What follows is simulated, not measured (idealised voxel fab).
process module | voxel transistor to metal
cross-section cut | 165 nm wide | cells 5 nm
A cross-section is a grid of square cells, given in bands from the top down. A band is one or more rows of cells.
Each band's line starts with the height of the band's top and of its bottom, in nm. Then come its materials from left to right, each with its width in nm. One material with "throughout" fills the band from edge to edge. "air" is empty space.
Height 0 is the level under which the wafer as received is all one material. The lowest band goes on downwards, as in "0 down".
A width such as "30 to 40" changes by the same amount from each row of cells to the next, from the band's top row to its bottom row.
"no change" after a step means that no cell of the cross-section changed.
closed voids: empty space of 8 cells or more with no open way to the top, each as width x height at its distance from the left edge, in nm
after a step's settings: what the simulator itself notes on the step
overlay nm, on a step with a mask: how far to the right of its planned place the mask lay; to the left if negative
plan
1 op RECEIVE | material Si
2 op CONFORMAL_DEP | material SiO2 | thk nm 5
3 op CONFORMAL_DEP | material SiN | thk nm 10
4 op DIRECTIONAL_DEP | material aC | thk nm 15
5 op PATTERN | tone cover | mask id ACTIVE | material resist | width nm 95 | thk nm 30 | overlay nm 0
6 op DIRECTIONAL_ETCH | etch materials aC | depth nm 15
7 op STRIP | etch materials resist
8 op DIRECTIONAL_ETCH | etch materials SiN | depth nm 10
9 op DIRECTIONAL_ETCH | etch materials SiO2 | depth nm 5
10 op DIRECTIONAL_ETCH | etch materials Si | depth nm 20
11 op STRIP | etch materials aC
12 op OXIDIZE | depth nm 5
13 op FILL_DEP | material SiO2 | thk nm 15
14 op CMP | height nm 15
15 op SELECTIVE_ETCH | etch materials SiO2 | depth nm 5
16 op STRIP | etch materials SiN
17 op SELECTIVE_ETCH | etch materials SiO2 | depth nm 5
18 op OXIDIZE | depth nm 5
19 op DIRECTIONAL_DEP | material polySi | thk nm 20
20 op DIRECTIONAL_DEP | material SiCN | thk nm 15
21 op PATTERN | tone cover | mask id GATE | material resist | width nm 15 | thk nm 20 | overlay nm 0
22 op DIRECTIONAL_ETCH | etch materials SiCN | depth nm 25
23 op DIRECTIONAL_ETCH | etch materials polySi | depth nm 30
24 op STRIP | etch materials resist
25 op CONFORMAL_DEP | material SiN | thk nm 5
26 op DIRECTIONAL_ETCH | etch materials SiN | depth nm 5
27 op DIRECTIONAL_ETCH | etch materials SiO2 | depth nm 5
28 op EPI | material SiGe | thk nm 5
29 op FILL_DEP | material SiO2 | thk nm 10
30 op CMP | height nm 35
31 op DIRECTIONAL_DEP | material SiO2 | thk nm 10
32 op PATTERN | tone open | mask id CONTACT | material resist | width nm 20 | pitch nm 65 | thk nm 15 | overlay nm 0
33 op DIRECTIONAL_ETCH | etch materials SiO2 | depth nm 45
34 op STRIP | etch materials resist
35 op CONFORMAL_DEP | material TiN | thk nm 5
36 op FILL_DEP | material Ru | thk nm 5
37 op CMP | height nm 45
38 op DIRECTIONAL_DEP | material TiN | thk nm 5
39 op DIRECTIONAL_DEP | material Ru | thk nm 20
40 op MASKED_ETCH | tone cover | mask id METAL_1 | width nm 20 | pitch nm 65 | etch materials Ru | depth nm 20 | overlay nm 0
41 op MASKED_ETCH | tone cover | mask id METAL_1 | width nm 20 | pitch nm 65 | etch materials TiN | depth nm 5 | overlay nm 0
42 op FILL_DEP | material SiO2 | thk nm 10
43 op CMP | height nm 70
44 op CONFORMAL_DEP | material SiN | thk nm 5
as received, after step 1
  0 down: Si throughout
  closed voids: none
first wafer at the end, as planned
  75 to 70: SiN throughout
  70 to 50: SiO2 40 | Ru 20 | SiO2 45 | Ru 20 | SiO2 40
  50 to 45: SiO2 40 | TiN 20 | SiO2 45 | TiN 20 | SiO2 40
  45 to 35: SiO2 40 | TiN 5 | Ru 10 | TiN 5 | SiO2 45 | TiN 5 | Ru 10 | TiN 5 | SiO2 40
  35 to 20: SiO2 40 | TiN 5 | Ru 10 | TiN 5 | SiO2 10 | SiN 5 | SiCN 15 | SiN 5 | SiO2 10 | TiN 5 | Ru 10 | TiN 5 | SiO2 40
  20 to 5: SiO2 40 | TiN 5 | Ru 10 | TiN 5 | SiO2 10 | SiN 5 | polySi 15 | SiN 5 | SiO2 10 | TiN 5 | Ru 10 | TiN 5 | SiO2 40
  5 to 0: SiO2 30 | SiN 5 | SiO2 5 | TiN 20 | SiO2 10 | SiN 5 | polySi 15 | SiN 5 | SiO2 10 | TiN 20 | SiO2 5 | SiN 5 | SiO2 30
  0 to -5: SiO2 35 | SiGe 35 | SiO2 25 | SiGe 35 | SiO2 35
  -5 to -25: SiO2 40 | Si 85 | SiO2 40
  -25 down: Si throughout
  closed voids: none
second wafer at the end: like start, like plan, one mistake
  75 to 70: SiN throughout
  70 to 65: SiO2 throughout
  65 to 50: SiO2 40 | Ru 20 | SiO2 45 | Ru 20 | SiO2 40
  50 to 45: SiO2 40 | TiN 20 | SiO2 45 | TiN 20 | SiO2 40
  45 to 35: SiO2 40 | TiN 5 | Ru 10 | TiN 5 | SiO2 45 | TiN 5 | Ru 10 | TiN 5 | SiO2 40
  35 to 20: SiO2 40 | TiN 5 | Ru 10 | TiN 5 | SiO2 10 | SiN 5 | SiCN 15 | SiN 5 | SiO2 10 | TiN 5 | Ru 10 | TiN 5 | SiO2 40
  20 to 5: SiO2 40 | TiN 5 | Ru 10 | TiN 5 | SiO2 10 | SiN 5 | polySi 15 | SiN 5 | SiO2 10 | TiN 5 | Ru 10 | TiN 5 | SiO2 40
  5 to 0: SiO2 30 | SiN 5 | SiO2 5 | TiN 20 | SiO2 10 | SiN 5 | polySi 15 | SiN 5 | SiO2 10 | TiN 20 | SiO2 5 | SiN 5 | SiO2 30
  0 to -5: SiO2 35 | SiGe 35 | SiO2 25 | SiGe 35 | SiO2 35
  -5 to -25: SiO2 40 | Si 85 | SiO2 40
  -25 down: Si throughout
  closed voids: none
what went wrong: step 39 ran as: op DIRECTIONAL_DEP | material Ru | thk nm 15
at the end the second wafer has, in cells: 8 fewer of Ru | 8 more of SiO2
